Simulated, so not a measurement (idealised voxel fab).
Process module under the name voxel self aligned vias
FYI the section here is cut, 275 nm wide, cells are 5 nm squares.
How to read a cross-section here: the picture is a grid of square cells, written as bands going from the top down, and any band can span one or more rows of cells. Quick guide to a band line: top height, bottom height (nm) up front; then every material left to right with its width in nm. Only one material and it's marked "full width"? Then it fills the band edge to edge. And "blank" just means empty space. Height is counted from the level 0, under which the received wafer is composed throughout of one material. The lowest of the bands is not closed at the bottom but continues downward, in the notation "z 0 and below". With a width like "30 to 40", each row of cells in the band differs from the next by the same amount, the top row carrying the first number and the bottom row the second. What does "no change" mean for a step? It means no cell of the cross-section changed in that step. Each empty space that has no open way to the top and spans at least 8 cells appears under "Enclosed void inventory" as width x height at distance, the distance counted from the left edge, all in nm. Formally, on a step line, whatever follows the settings is a remark that the simulator itself makes on the step. If you see "overlay nm" on a step's line and that step has a mask, it's telling you how far right of where it was planned the mask ended up; a negative number means it went left instead.

Listed below are the process steps as planned
1: RECEIVE, material Si
2: CONFORMAL_DEP, material SiO2, thk nm 15
3: CONFORMAL_DEP, material SiCN, thk nm 5
4: DIRECTIONAL_DEP, material SiO2, thk nm 20
5: PATTERN, tone open, mask id LINES, material resist, width nm 20, pitch nm 55, thk nm 15, overlay nm 0
6: DIRECTIONAL_ETCH, etch materials SiO2, depth nm 20
7: STRIP, etch materials resist
8: CONFORMAL_DEP, material TiN, thk nm 5
9: FILL_DEP, material Ru, thk nm 5
10: CMP, height nm 40
11: SELECTIVE_ETCH, etch materials W Ru TiN, depth nm 10
12: FILL_DEP, material SiN, thk nm 5
13: CMP, height nm 40
14: DIRECTIONAL_DEP, material SiO2, thk nm 15
15: MASKED_ETCH, tone open, mask id VIAS, width nm 20, pitch nm 55, etch materials SiO2, depth nm 15, overlay nm 0
16: MASKED_ETCH, tone open, mask id VIAS, width nm 30, pitch nm 55, etch materials SiN, depth nm 10, overlay nm 0
17: CONFORMAL_DEP, material TiN, thk nm 5
18: FILL_DEP, material W, thk nm 5
19: CMP, height nm 55
20: CONFORMAL_DEP, material SiCN, thk nm 5
The width nm used in step 15 is not the same on every wafer, whereas the starting condition is; the value printed in the plan is the first wafer's.

First wafer of several, as received: cross-section after step 1
> z 0 and below | Si full width
> Enclosed void inventory: none

Wafer cross-section (first of several) - module end, post step 20 (last step)
> z 60 to 55 | SiCN full width
> z 55 to 35 | SiO2: 70, then TiN: 5, then W: 10, then TiN: 5, then SiO2: 35, then TiN: 5, then W: 10, then TiN: 5, then SiO2: 35, then TiN: 5, then W: 10, then TiN: 5, then SiO2: 75
> z 35 to 30 | SiO2: 70, then TiN: 20, then SiO2: 35, then TiN: 20, then SiO2: 35, then TiN: 20, then SiO2: 75
> z 30 to 25 | SiO2: 70, then TiN: 5, then Ru: 10, then TiN: 5, then SiO2: 35, then TiN: 5, then Ru: 10, then TiN: 5, then SiO2: 35, then TiN: 5, then Ru: 10, then TiN: 5, then SiO2: 75
> z 25 to 20 | SiO2: 70, then TiN: 20, then SiO2: 35, then TiN: 20, then SiO2: 35, then TiN: 20, then SiO2: 75
> z 20 to 15 | SiCN full width
> z 15 to 0 | SiO2 full width
> z 0 and below | Si full width
> Enclosed void inventory: none

The final wafer, sectioned at module end
> z 60 to 55 | SiCN full width
> z 55 to 45 | SiO2: 60, then TiN: 5, then W: 30, then TiN: 5, then SiO2: 15, then TiN: 5, then W: 30, then TiN: 5, then SiO2: 15, then TiN: 5, then W: 30, then TiN: 5, then SiO2: 65
> z 45 to 35 | SiO2: 60 to 70, then TiN: 15 to 5, then W: 10, then TiN: 15 to 5, then SiO2: 15 to 35, then TiN: 15 to 5, then W: 10, then TiN: 15 to 5, then SiO2: 15 to 35, then TiN: 15 to 5, then W: 10, then TiN: 15 to 5, then SiO2: 65 to 75
> z 35 to 30 | SiO2: 70, then TiN: 20, then SiO2: 35, then TiN: 20, then SiO2: 35, then TiN: 20, then SiO2: 75
> z 30 to 25 | SiO2: 70, then TiN: 5, then Ru: 10, then TiN: 5, then SiO2: 35, then TiN: 5, then Ru: 10, then TiN: 5, then SiO2: 35, then TiN: 5, then Ru: 10, then TiN: 5, then SiO2: 75
> z 25 to 20 | SiO2: 70, then TiN: 20, then SiO2: 35, then TiN: 20, then SiO2: 35, then TiN: 20, then SiO2: 75
> z 20 to 15 | SiCN full width
> z 15 to 0 | SiO2 full width
> z 0 and below | Si full width
> Enclosed void inventory: none

Below is a per-wafer table. In it, each row describes the wafer at the end of the module by giving, for each material, the number of cells gained (+) or lost (-) since the wafer was received, and after that the closed voids of the wafer
width nm 20, +6 Ru, +110 SiCN, +466 SiO2, +54 TiN, +24 W, Enclosed void inventory: none
width nm 25, +6 Ru, +110 SiCN, +457 SiO2, +57 TiN, +30 W, Enclosed void inventory: none
width nm 30, +6 Ru, +110 SiCN, +448 SiO2, +60 TiN, +36 W, Enclosed void inventory: none
width nm 35, +6 Ru, +110 SiCN, +439 SiO2, +63 TiN, +42 W, Enclosed void inventory: none
width nm 40, +6 Ru, +110 SiCN, +430 SiO2, +66 TiN, +48 W, Enclosed void inventory: none
